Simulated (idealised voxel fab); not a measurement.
process module | voxel released beams
cross-section cut | 145 nm wide | cells 5 nm
A cross-section is a grid of square cells, given in bands from the top down. A band is one or more rows of cells.
Each band's line starts with the height of the band's top and of its bottom, in nm. Then come its materials from left to right, each with its width in nm. One material with "throughout" fills the band from edge to edge. "air" is empty space.
Height 0 is the level under which the wafer as received is all one material. The lowest band goes on downwards, as in "0 down".
A width such as "30 to 40" changes by the same amount from each row of cells to the next, from the band's top row to its bottom row.
"no change" after a step means that no cell of the cross-section changed.
closed voids: empty space of 8 cells or more with no open way to the top, each as width x height at its distance from the left edge, in nm
after a step's settings: what the simulator itself notes on the step
overlay nm, on a step with a mask: how far to the right of its planned place the mask lay; to the left if negative
plan
1 op RECEIVE | material Si
2 op CONFORMAL_DEP | material SiN | thk nm 10
3 op DIRECTIONAL_DEP | material SiO2 | thk nm 10
4 op DIRECTIONAL_DEP | material aC | thk nm 10
5 op PATTERN | tone open | mask id ANCHOR | material resist | width nm 30 | thk nm 30 | overlay nm 0
6 op DIRECTIONAL_ETCH | etch materials aC | depth nm 10
7 op STRIP | etch materials resist
8 op DIRECTIONAL_ETCH | etch materials SiO2 | depth nm 10
9 op STRIP | etch materials aC
10 op CONFORMAL_DEP | material TiN | thk nm 10
11 op DIRECTIONAL_DEP | material aC | thk nm 15
12 op PATTERN | tone cover | mask id BEAM | material resist | width nm 90 | thk nm 35 | overlay nm 0
13 op DIRECTIONAL_ETCH | etch materials aC | depth nm 15
14 op STRIP | etch materials resist
15 op DIRECTIONAL_ETCH | etch materials TiN | depth nm 10
16 op STRIP | etch materials aC
17 op STRIP | etch materials SiO2
first wafer, as planned
as received, after step 1
  0 down: Si throughout
  closed voids: none
after step 2
  10 to 0: SiN throughout
  below 0: unchanged
after step 3
  20 to 10: SiO2 throughout
  below 10: unchanged
after step 4
  30 to 20: aC throughout
  below 20: unchanged
after step 5
  60 to 30: resist 30 | air 30 | resist 85
  below 30: unchanged
after step 6
  50 to 30: resist 30 | air 30 | resist 85
  30 to 20: aC 30 | air 30 | aC 85
  below 20: unchanged
after step 7
  30 to 20: aC 30 | air 30 | aC 85
  below 20: unchanged
after step 8
  30 to 20: aC 30 | air 30 | aC 85
  20 to 10: SiO2 30 | air 30 | SiO2 85
  below 10: unchanged
after step 9
  20 to 10: SiO2 30 | air 30 | SiO2 85
  below 10: unchanged
after step 10
  30 to 20: TiN 40 | air 10 | TiN 95
  20 to 10: SiO2 30 | TiN 30 | SiO2 85
  below 10: unchanged
after step 11
  45 to 35: aC 40 | air 10 | aC 95
  35 to 30: aC throughout
  30 to 20: TiN 40 | aC 10 | TiN 95
  below 20: unchanged
after step 12
  80 to 45: air 25 | resist 90 | air 30
  45 to 35: aC 40 | resist 10 | aC 95
  below 35: unchanged
after step 13
  65 to 45: air 25 | resist 90 | air 30
  45 to 35: air 25 | aC 15 | resist 10 | aC 65 | air 30
  35 to 30: air 25 | aC 90 | air 30
  below 30: unchanged
after step 14
  45 to 35: air 25 | aC 15 | air 10 | aC 65 | air 30
  below 35: unchanged
after step 15
  45 to 35: air 25 | aC 15 | air 10 | aC 65 | air 30
  35 to 30: air 25 | aC 90 | air 30
  30 to 20: air 25 | TiN 15 | aC 10 | TiN 65 | air 30
  below 20: unchanged
after step 16
  30 to 20: air 25 | TiN 15 | air 10 | TiN 65 | air 30
  below 20: unchanged
after step 17
  30 to 20: air 25 | TiN 15 | air 10 | TiN 65 | air 30
  20 to 10: air 30 | TiN 30 | air 85
  below 10: unchanged
second wafer: like start, like plan, one mistake. Through step 1 it matches the first wafer
when step 2 should have ended
  10 to 0: SiO2 throughout
  below 0: unchanged
when step 3 should have ended
  20 to 10: SiN throughout
  below 10: unchanged
when step 4 should have ended
  30 to 20: aC throughout
  below 20: unchanged
when step 5 should have ended
  60 to 30: resist 30 | air 30 | resist 85
  below 30: unchanged
when step 6 should have ended
  50 to 30: resist 30 | air 30 | resist 85
  30 to 20: aC 30 | air 30 | aC 85
  below 20: unchanged
when step 7 should have ended
  30 to 20: aC 30 | air 30 | aC 85
  below 20: unchanged
when step 8 should have ended: no change
when step 9 should have ended
  20 to 10: SiN throughout
  below 10: unchanged
when step 10 should have ended
  30 to 20: TiN throughout
  below 20: unchanged
when step 11 should have ended
  45 to 30: aC throughout
  below 30: unchanged
when step 12 should have ended
  80 to 45: air 25 | resist 90 | air 30
  below 45: unchanged
when step 13 should have ended
  65 to 45: air 25 | resist 90 | air 30
  45 to 30: air 25 | aC 90 | air 30
  below 30: unchanged
when step 14 should have ended
  45 to 30: air 25 | aC 90 | air 30
  below 30: unchanged
when step 15 should have ended
  45 to 30: air 25 | aC 90 | air 30
  30 to 20: air 25 | TiN 90 | air 30
  below 20: unchanged
when step 16 should have ended
  30 to 20: air 25 | TiN 90 | air 30
  below 20: unchanged
when step 17 should have ended: no change
what went wrong: steps 2 and 3 were swapped
at the end the second wafer has, in cells: 58 more of SiO2 | 8 fewer of TiN
